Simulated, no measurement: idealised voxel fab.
process module | voxel transistor to metal
cross-section cut | 170 nm wide | cells 5 nm
A cross-section is a grid of square cells, given in bands from the top down. A band is one or more rows of cells.
Each band's line starts with the height of the band's top and of its bottom, in nm. Then come its materials from left to right, each with its width in nm. One material with "throughout" fills the band from edge to edge. "air" is empty space.
Height 0 is the level under which the wafer as received is all one material. The lowest band goes on downwards, as in "0 down".
A width such as "30 to 40" changes by the same amount from each row of cells to the next, from the band's top row to its bottom row.
"no change" after a step means that no cell of the cross-section changed.
closed voids: empty space of 8 cells or more with no open way to the top, each as width x height at its distance from the left edge, in nm
after a step's settings: what the simulator itself notes on the step
overlay nm, on a step with a mask: how far to the right of its planned place the mask lay; to the left if negative
plan
1 op RECEIVE | material Si
2 op CONFORMAL_DEP | material SiO2 | thk nm 5
3 op CONFORMAL_DEP | material SiN | thk nm 15
4 op DIRECTIONAL_DEP | material aC | thk nm 10
5 op PATTERN | tone cover | mask id ACTIVE | material resist | width nm 95 | thk nm 25 | overlay nm 0
6 op DIRECTIONAL_ETCH | etch materials aC | depth nm 10
7 op STRIP | etch materials resist
8 op DIRECTIONAL_ETCH | etch materials SiN | depth nm 15
9 op DIRECTIONAL_ETCH | etch materials SiO2 | depth nm 5
10 op DIRECTIONAL_ETCH | etch materials Si | depth nm 35
11 op STRIP | etch materials aC
12 op OXIDIZE | depth nm 5
13 op FILL_DEP | material SiO2 | thk nm 10
14 op CMP | height nm 20
15 op SELECTIVE_ETCH | etch materials SiO2 | depth nm 10
16 op STRIP | etch materials SiN
17 op SELECTIVE_ETCH | etch materials SiO2 | depth nm 5
18 op OXIDIZE | depth nm 5
19 op DIRECTIONAL_DEP | material polySi | thk nm 20
20 op DIRECTIONAL_DEP | material SiCN | thk nm 15
21 op MASKED_ETCH | tone cover | mask id GATE | width nm 15 | etch materials SiCN | depth nm 25 | overlay nm 0
22 op MASKED_ETCH | tone cover | mask id GATE | width nm 15 | etch materials polySi | depth nm 30 | overlay nm 0
23 op CONFORMAL_DEP | material SiN | thk nm 10
24 op DIRECTIONAL_ETCH | etch materials SiN | depth nm 10
25 op DIRECTIONAL_ETCH | etch materials SiO2 | depth nm 5
26 op DIRECTIONAL_ETCH | etch materials Si | depth nm 5
27 op EPI | material SiGe | thk nm 10
28 op FILL_DEP | material SiO2 | thk nm 10
29 op CMP | height nm 35
30 op DIRECTIONAL_DEP | material SiO2 | thk nm 15
31 op DIRECTIONAL_DEP | material aC | thk nm 15
32 op PATTERN | tone open | mask id CONTACT | material resist | width nm 15 | pitch nm 70 | thk nm 30 | overlay nm 0
33 op DIRECTIONAL_ETCH | etch materials aC | depth nm 15
34 op STRIP | etch materials resist
35 op DIRECTIONAL_ETCH | etch materials SiO2 | depth nm 50
36 op STRIP | etch materials aC
37 op CONFORMAL_DEP | material TiN | thk nm 5
38 op FILL_DEP | material Ru | thk nm 10
39 op CMP | height nm 50
40 op DIRECTIONAL_DEP | material TiN | thk nm 5
41 op DIRECTIONAL_DEP | material W | thk nm 25
42 op PATTERN | tone cover | mask id METAL_1 | material resist | width nm 15 | pitch nm 70 | thk nm 20 | overlay nm 0
43 op DIRECTIONAL_ETCH | etch materials W | depth nm 25
44 op DIRECTIONAL_ETCH | etch materials TiN | depth nm 5
45 op STRIP | etch materials resist
46 op FILL_DEP | material lowk | thk nm 10
47 op CMP | height nm 80
48 op CONFORMAL_DEP | material SiCN | thk nm 5
varied across the wafers: width nm of step 32. The plan shows the first wafer's value. All wafers start alike
first wafer as received, after step 1
  0 down: Si throughout
  closed voids: none
first wafer at the end, after step 48
  85 to 80: SiCN throughout
  80 to 55: lowk 40 | W 15 | lowk 55 | W 15 | lowk 45
  55 to 50: lowk 40 | TiN 15 | lowk 55 | TiN 15 | lowk 45
  50 to 35: SiO2 40 | TiN 5 | Ru 5 | TiN 5 | SiO2 55 | TiN 5 | Ru 5 | TiN 5 | SiO2 45
  35 to 20: SiO2 40 | TiN 5 | Ru 5 | TiN 5 | SiO2 10 | SiN 10 | SiCN 15 | SiN 10 | SiO2 10 | TiN 5 | Ru 5 | TiN 5 | SiO2 45
  20 to 5: SiO2 40 | TiN 5 | Ru 5 | TiN 5 | SiO2 10 | SiN 10 | polySi 15 | SiN 10 | SiO2 10 | TiN 5 | Ru 5 | TiN 5 | SiO2 45
  5 to 0: SiO2 30 | SiN 10 | TiN 15 | SiGe 10 | SiN 10 | polySi 15 | SiN 10 | SiGe 10 | TiN 15 | SiN 10 | SiO2 35
  0 to -5: SiO2 40 | SiGe 25 | SiO2 35 | SiGe 25 | SiO2 45
  -5 to -10: SiO2 40 | SiGe 25 | Si 35 | SiGe 25 | SiO2 45
  -10 to -40: SiO2 40 | Si 85 | SiO2 45
  -40 down: Si throughout
  closed voids: none
last wafer at the end
  85 to 80: SiCN throughout
  80 to 55: lowk 40 | W 15 | lowk 55 | W 15 | lowk 45
  55 to 50: lowk 40 | TiN 15 | lowk 55 | TiN 15 | lowk 45
  50 to 35: SiO2 35 | TiN 5 | Ru 20 | TiN 5 | SiO2 40 | TiN 5 | Ru 20 | TiN 5 | SiO2 35
  35 to 20: SiO2 35 | TiN 5 | Ru 20 | TiN 5 | SiN 10 | SiCN 15 | SiN 10 | SiO2 5 | TiN 5 | Ru 20 | TiN 5 | SiO2 35
  20 to 10: SiO2 35 | TiN 5 | Ru 20 | TiN 5 | SiN 10 | polySi 15 | SiN 10 | SiO2 5 | TiN 5 | Ru 20 | TiN 5 | SiO2 35
  10 to 5: SiO2 35 | TiN 10 | Ru 5 | TiN 15 | SiN 10 | polySi 15 | SiN 10 | SiO2 5 | TiN 10 | Ru 5 | TiN 15 | SiO2 35
  5 to 0: SiO2 30 | SiN 10 | TiN 15 | SiGe 10 | SiN 10 | polySi 15 | SiN 10 | SiGe 10 | TiN 15 | SiN 10 | SiO2 35
  0 to -5: SiO2 40 | SiGe 25 | SiO2 35 | SiGe 25 | SiO2 45
  -5 to -10: SiO2 40 | SiGe 25 | Si 35 | SiGe 25 | SiO2 45
  -10 to -40: SiO2 40 | Si 85 | SiO2 45
  -40 down: Si throughout
  closed voids: none
each wafer at the end: cells of each material gained (+) or lost (-) since it was received, then its closed voids
width nm 15 | +18 Ru | -163 Si | +43 SiCN | +24 SiGe | +32 SiN | +366 SiO2 | +48 TiN | +30 W | +168 lowk | +12 polySi | closed voids: none
width nm 20 | +34 Ru | -163 Si | +43 SiCN | +24 SiGe | +32 SiN | +348 SiO2 | +50 TiN | +30 W | +168 lowk | +12 polySi | closed voids: none
width nm 25 | +50 Ru | -163 Si | +43 SiCN | +24 SiGe | +32 SiN | +330 SiO2 | +52 TiN | +30 W | +168 lowk | +12 polySi | closed voids: none
width nm 30 | +66 Ru | -163 Si | +43 SiCN | +24 SiGe | +32 SiN | +312 SiO2 | +54 TiN | +30 W | +168 lowk | +12 polySi | closed voids: none
